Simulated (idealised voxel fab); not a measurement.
process module | voxel transistor to metal
cross-section cut | 190 nm wide | cells 5 nm
A cross-section is a grid of square cells, given in bands from the top down. A band is one or more rows of cells.
Each band's line starts with the height of the band's top and of its bottom, in nm. Then come its materials from left to right, each with its width in nm. One material with "throughout" fills the band from edge to edge. "air" is empty space.
Height 0 is the level under which the wafer as received is all one material. The lowest band goes on downwards, as in "0 down".
A width such as "30 to 40" changes by the same amount from each row of cells to the next, from the band's top row to its bottom row.
"no change" after a step means that no cell of the cross-section changed.
closed voids: empty space of 8 cells or more with no open way to the top, each as width x height at its distance from the left edge, in nm
after a step's settings: what the simulator itself notes on the step
overlay nm, on a step with a mask: how far to the right of its planned place the mask lay; to the left if negative
plan
1 op RECEIVE | material Si
2 op OXIDIZE | depth nm 5
3 op CONFORMAL_DEP | material SiN | thk nm 15
4 op MASKED_ETCH | tone cover | mask id ACTIVE | width nm 105 | etch materials SiN | depth nm 15 | overlay nm 0
5 op MASKED_ETCH | tone cover | mask id ACTIVE | width nm 105 | etch materials SiO2 | depth nm 5 | overlay nm 0
6 op MASKED_ETCH | tone cover | mask id ACTIVE | width nm 105 | etch materials Si | depth nm 30 | overlay nm 0
7 op OXIDIZE | depth nm 5
8 op FILL_DEP | material SiO2 | thk nm 10
9 op CMP | height nm 15
10 op SELECTIVE_ETCH | etch materials SiO2 | depth nm 5
11 op STRIP | etch materials SiN
12 op SELECTIVE_ETCH | etch materials SiO2 | depth nm 5
13 op OXIDIZE | depth nm 5
14 op DIRECTIONAL_DEP | material polySi | thk nm 20
15 op DIRECTIONAL_DEP | material SiCN | thk nm 10
16 op MASKED_ETCH | tone cover | mask id GATE | width nm 15 | etch materials SiCN | depth nm 20 | overlay nm 0
17 op MASKED_ETCH | tone cover | mask id GATE | width nm 15 | etch materials polySi | depth nm 30 | overlay nm 0
18 op CONFORMAL_DEP | material SiO2 | thk nm 5
19 op DIRECTIONAL_ETCH | etch materials SiO2 | depth nm 5
20 op CONFORMAL_DEP | material SiN | thk nm 5
21 op DIRECTIONAL_ETCH | etch materials SiN | depth nm 5
22 op DIRECTIONAL_ETCH | etch materials SiO2 | depth nm 5
23 op DIRECTIONAL_ETCH | etch materials Si | depth nm 15
24 op EPI | material nSi | thk nm 15
25 op FILL_DEP | material SiO2 | thk nm 10
26 op CMP | height nm 25
27 op DIRECTIONAL_DEP | material SiO2 | thk nm 10
28 op DIRECTIONAL_DEP | material aC | thk nm 10
29 op PATTERN | tone open | mask id CONTACT | material resist | width nm 30 | pitch nm 55 | thk nm 30 | overlay nm 0
30 op DIRECTIONAL_ETCH | etch materials aC | depth nm 10
31 op STRIP | etch materials resist
32 op DIRECTIONAL_ETCH | etch materials SiO2 | depth nm 45
33 op STRIP | etch materials aC
34 op CONFORMAL_DEP | material TiN | thk nm 5
35 op FILL_DEP | material W | thk nm 10
36 op CMP | height nm 35
37 op DIRECTIONAL_DEP | material TiN | thk nm 5
38 op DIRECTIONAL_DEP | material Ru | thk nm 15
39 op PATTERN | tone cover | mask id METAL_1 | material resist | width nm 15 | pitch nm 70 | thk nm 20 | overlay nm 0
40 op DIRECTIONAL_ETCH | etch materials Ru | depth nm 15
41 op DIRECTIONAL_ETCH | etch materials TiN | depth nm 5
42 op STRIP | etch materials resist
43 op CONFORMAL_DEP | material SiN | thk nm 5
44 op FILL_DEP | material SiO2 | thk nm 5
45 op CMP | height nm 55
46 op CONFORMAL_DEP | material SiCN | thk nm 5
47 op DIRECTIONAL_DEP | material SiO2 | thk nm 30
48 op DIRECTIONAL_DEP | material aC | thk nm 15
49 op PATTERN | tone open | mask id METAL_2 | material resist | width nm 15 | pitch nm 70 | thk nm 30 | overlay nm 0
50 op DIRECTIONAL_ETCH | etch materials aC | depth nm 15
51 op STRIP | etch materials resist
52 op DIRECTIONAL_ETCH | etch materials SiO2 | depth nm 20
53 op STRIP | etch materials aC
54 op MASKED_ETCH | tone open | mask id METAL_2_HOLES | width nm 15 | pitch nm 70 | etch materials SiO2 | depth nm 10 | overlay nm 0
55 op MASKED_ETCH | tone open | mask id METAL_2_HOLES | width nm 15 | pitch nm 70 | etch materials SiCN | depth nm 5 | overlay nm 0
56 op CONFORMAL_DEP | material TiN | thk nm 5
57 op FILL_DEP | material Cu | thk nm 5
58 op CMP | height nm 90
59 op CONFORMAL_DEP | material SiCN | thk nm 5
as received, after step 1
  0 down: Si throughout
  closed voids: none
a wafer at the end: this start, this plan, one mistake
  95 to 90: SiCN throughout
  90 to 60: SiO2 50 | TiN 5 | Cu 5 | TiN 5 | SiO2 55 | TiN 5 | Cu 5 | TiN 5 | SiO2 55
  60 to 55: SiCN 50 | TiN 15 | SiCN 55 | TiN 15 | SiCN 55
  55 to 40: SiO2 45 | SiN 5 | Ru 15 | SiN 5 | SiO2 45 | SiN 5 | Ru 15 | SiN 5 | SiO2 50
  40 to 35: SiN 50 | TiN 15 | SiN 55 | TiN 15 | SiN 55
  35 to 25: SiO2 50 | TiN 5 | W 20 to 15 | TiN 5 to 10 | SiO2 25 | TiN 5 to 10 | W 20 to 15 | TiN 5 | SiO2 55
  25 to 15: SiO2 50 | TiN 5 | W 15 | TiN 5 | SiN 5 | SiO2 5 | SiCN 15 | SiO2 5 | SiN 5 | TiN 5 | W 15 | TiN 5 | SiO2 55
  15 to 10: SiO2 50 | TiN 25 | SiN 5 | SiO2 5 | polySi 15 | SiO2 5 | SiN 5 | TiN 25 | SiO2 55
  10 to 5: SiO2 50 | TiN 5 | nSi 20 | SiN 5 | SiO2 5 | polySi 15 | SiO2 5 | SiN 5 | nSi 20 | TiN 5 | SiO2 55
  5 to -5: SiO2 40 | SiN 5 | SiO2 5 | TiN 5 | nSi 20 | SiN 5 | SiO2 5 | polySi 15 | SiO2 5 | SiN 5 | nSi 20 | TiN 5 | SiO2 5 | SiN 5 | SiO2 45
  -5 to -10: SiO2 45 | nSi 30 | SiO2 35 | nSi 30 | SiO2 50
  -10 to -25: SiO2 45 | nSi 30 | Si 35 | nSi 30 | SiO2 50
  -25 to -40: SiO2 45 | Si 95 | SiO2 50
  -40 down: Si throughout
  closed voids: none
what went wrong: step 24 ran as: op EPI | material nSi | thk nm 20
